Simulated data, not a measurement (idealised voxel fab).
Herein follows the process module entitled voxel self aligned contacts.
250 nm wide, 5 nm square cells: that's cross-section cut.
Just so we're on the same page, the cross-sections are grids of square cells, and they're listed out in bands top to bottom, each band one or more rows deep.
Heads up on the band format: heights come first, top then bottom, in nm. After that it's the materials left to right, each with its width in nm. A single material flagged "full width" fills the whole band edge to edge, and "air" means there's empty space there.
For the purposes of this specification, 0 denotes the height below which the wafer in its as-received condition is composed wholly of one material, and the lowermost band, lacking a lower limit, extends downward without end, as expressed in "from 0 down".
You'd read "30 to 40" like this: the band's top row of cells is as wide as the first number, its bottom row is as wide as the second, and going down, every row changes width by the same amount as the row before did.
A step reported as "changes: none" is a step in which no cell of the cross-section changed.
Each empty space that has no open way to the top and spans at least 8 cells appears under "Entrapped voids" as width x height at distance, the distance counted from the left edge, all in nm.
The remark found on a step's line after its settings is issued by the simulator itself and pertains to that step.
The "overlay nm" setting may appear on a step's line; for a step that uses a mask, it gives how far to the right of its planned position the mask lay, and a negative value indicates the left.

Intended process steps
1 RECEIVE (material Si)
2 OXIDIZE (depth nm 5)
3 DIRECTIONAL_DEP (material polySi; thk nm 30)
4 DIRECTIONAL_DEP (material SiN; thk nm 20)
5 DIRECTIONAL_DEP (material aC; thk nm 15)
6 PATTERN (tone cover; mask id GATE; material resist; width nm 35; pitch nm 65; thk nm 30; overlay nm 0)
7 DIRECTIONAL_ETCH (etch materials aC; depth nm 15)
8 STRIP (etch materials resist)
9 DIRECTIONAL_ETCH (etch materials SiN; depth nm 20)
10 DIRECTIONAL_ETCH (etch materials polySi; depth nm 30)
11 STRIP (etch materials aC)
12 CONFORMAL_DEP (material SiN; thk nm 5)
13 DIRECTIONAL_ETCH (etch materials SiN; depth nm 5)
14 FILL_DEP (material SiO2; thk nm 20)
15 CMP (height nm 60)
16 DIRECTIONAL_DEP (material aC; thk nm 15)
17 PATTERN (tone open; mask id CONTACT; material resist; width nm 40; pitch nm 65; thk nm 30; overlay nm -15)
18 DIRECTIONAL_ETCH (etch materials aC; depth nm 15)
19 STRIP (etch materials resist)
20 DIRECTIONAL_ETCH (etch materials SiO2; depth nm 65)
21 STRIP (etch materials aC)
22 CONFORMAL_DEP (material TiN; thk nm 5)
23 FILL_DEP (material Ru; thk nm 5)
24 CMP (height nm 60)
25 CONFORMAL_DEP (material SiCN; thk nm 5)
Wafers differ in overlay nm at step 17; plan lists the first wafer's value; identical starting state.

Cross-section of the first of several received wafers, showing its state after step 1
	from 0 down = Si full width
	Entrapped voids: none

Basically each wafer gets a line in the table, showing it at the end of the module: material by material, the cells it gained (+) or lost (-) since we got it, then its closed voids
overlay nm -15 | +34 Ru | -50 Si | +50 SiCN | +144 SiN | +282 SiO2 | +64 TiN | +126 polySi | Entrapped voids: none
overlay nm -10 | +56 Ru | -50 Si | +50 SiCN | +144 SiN | +260 SiO2 | +64 TiN | +126 polySi | Entrapped voids: none
overlay nm -5 | +56 Ru | -50 Si | +50 SiCN | +144 SiN | +260 SiO2 | +64 TiN | +126 polySi | Entrapped voids: none
overlay nm 0 | +56 Ru | -50 Si | +50 SiCN | +144 SiN | +260 SiO2 | +64 TiN | +126 polySi | Entrapped voids: none
overlay nm 5 | +56 Ru | -50 Si | +50 SiCN | +144 SiN | +260 SiO2 | +64 TiN | +126 polySi | Entrapped voids: none
overlay nm 10 | +56 Ru | -50 Si | +50 SiCN | +144 SiN | +260 SiO2 | +64 TiN | +126 polySi | Entrapped voids: none
overlay nm 15 | +34 Ru | -50 Si | +50 SiCN | +144 SiN | +282 SiO2 | +64 TiN | +126 polySi | Entrapped voids: none
